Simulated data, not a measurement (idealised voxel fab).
voxel plated lines: a process module
Shown is cross-section cut, with a width of 215 nm and square cells of size 5 nm.
In what follows, cross-sections appear as grids of square cells, described through bands that run from the top down, where every band is one or more rows of cells.
First you get the band's top height and its bottom height, in nm, and then the materials it's made of, left to right, with each width in nm. If you see a single material with "full width", that one covers the band edge to edge. "empty" is empty space.
Beneath 0, the wafer as received is one material, and that level is where height counting begins. The lowest band goes on downward without a bottom; it is written like "0 and below".
Width spec "30..40" -> top row of cells at first value, bottom row at second value, equal per-row change in between.
"same as before" -> step changed no cross-section cell.
If an empty space has no open way to the top and is at least 8 cells in size, "Trapped cavities" lists it, written width x height at distance, where distance is measured from the left edge and every value is in nm.
Read whatever lies past the settings on a step's line as the simulator's own remark about the step.
When a step includes a mask, the "overlay nm" setting on its line states how far to the right of its planned place that mask lay, and negative values state how far to the left.

-- Here's what the planned process steps look like
1,op RECEIVE | material Si
2,op CONFORMAL_DEP | material SiO2 | thk nm 5
3,op DIRECTIONAL_DEP | material TiN | thk nm 5
4,op PATTERN | tone open | mask id LINES | material resist | width nm 20 | pitch nm 40 | thk nm 40 | overlay nm 0
5,op EPI | material Ru | thk nm 10
6,op EPI | material Ru | thk nm 5
7,op EPI | material Ru | thk nm 5
8,op STRIP | etch materials resist
9,op DIRECTIONAL_ETCH | etch materials TiN | depth nm 5
10,op CONFORMAL_DEP | material SiN | thk nm 10
Among the wafers covered here, the point of difference is the thk nm at step 2; their starting state is shared, and the plan presents the value of the first wafer.

-- Cross-section of the first incoming wafer of several, state after step 1
	0 and below = Si full width
	Trapped cavities: none

-- Here is the cross-section of the first of several wafers at the end of the module, after its last step, step 10
	40 down to 30 = 45 nm empty  120 nm SiN  50 nm empty
	30 down to 15 = 45 nm empty  10 nm SiN  20 nm Ru  20 nm SiN  20 nm Ru  20 nm SiN  20 nm Ru  10 nm SiN  50 nm empty
	15 down to 10 = 55 nm SiN  20 nm Ru  20 nm SiN  20 nm Ru  20 nm SiN  20 nm Ru  60 nm SiN
	10 down to 5 = 55 nm SiN  20 nm TiN  20 nm SiN  20 nm TiN  20 nm SiN  20 nm TiN  60 nm SiN
	5 down to 0 = SiO2 full width
	0 and below = Si full width
	Trapped cavities: none

-- Final wafer of several, shown in cross-section at the end of the module
	65 down to 55 = 45 nm empty  120 nm SiN  50 nm empty
	55 down to 40 = 45 nm empty  10 nm SiN  20 nm Ru  20 nm SiN  20 nm Ru  20 nm SiN  20 nm Ru  10 nm SiN  50 nm empty
	40 down to 35 = 55 nm SiN  20 nm Ru  20 nm SiN  20 nm Ru  20 nm SiN  20 nm Ru  60 nm SiN
	35 down to 30 = 55 nm SiN  20 nm TiN  20 nm SiN  20 nm TiN  20 nm SiN  20 nm TiN  60 nm SiN
	30 down to 0 = SiO2 full width
	0 and below = Si full width
	Trapped cavities: none

-- Quick key for the table: a row per wafer, taken at the end of the module. For each material it tells you how many cells the wafer gained (+) or lost (-) since it came in, and the closed voids come after
thk nm 5; +48 Ru; +146 SiN; +43 SiO2; +12 TiN; Trapped cavities: none
thk nm 10; +48 Ru; +146 SiN; +86 SiO2; +12 TiN; Trapped cavities: none
thk nm 15; +48 Ru; +146 SiN; +129 SiO2; +12 TiN; Trapped cavities: none
thk nm 20; +48 Ru; +146 SiN; +172 SiO2; +12 TiN; Trapped cavities: none
thk nm 25; +48 Ru; +146 SiN; +215 SiO2; +12 TiN; Trapped cavities: none
thk nm 30; +48 Ru; +146 SiN; +258 SiO2; +12 TiN; Trapped cavities: none
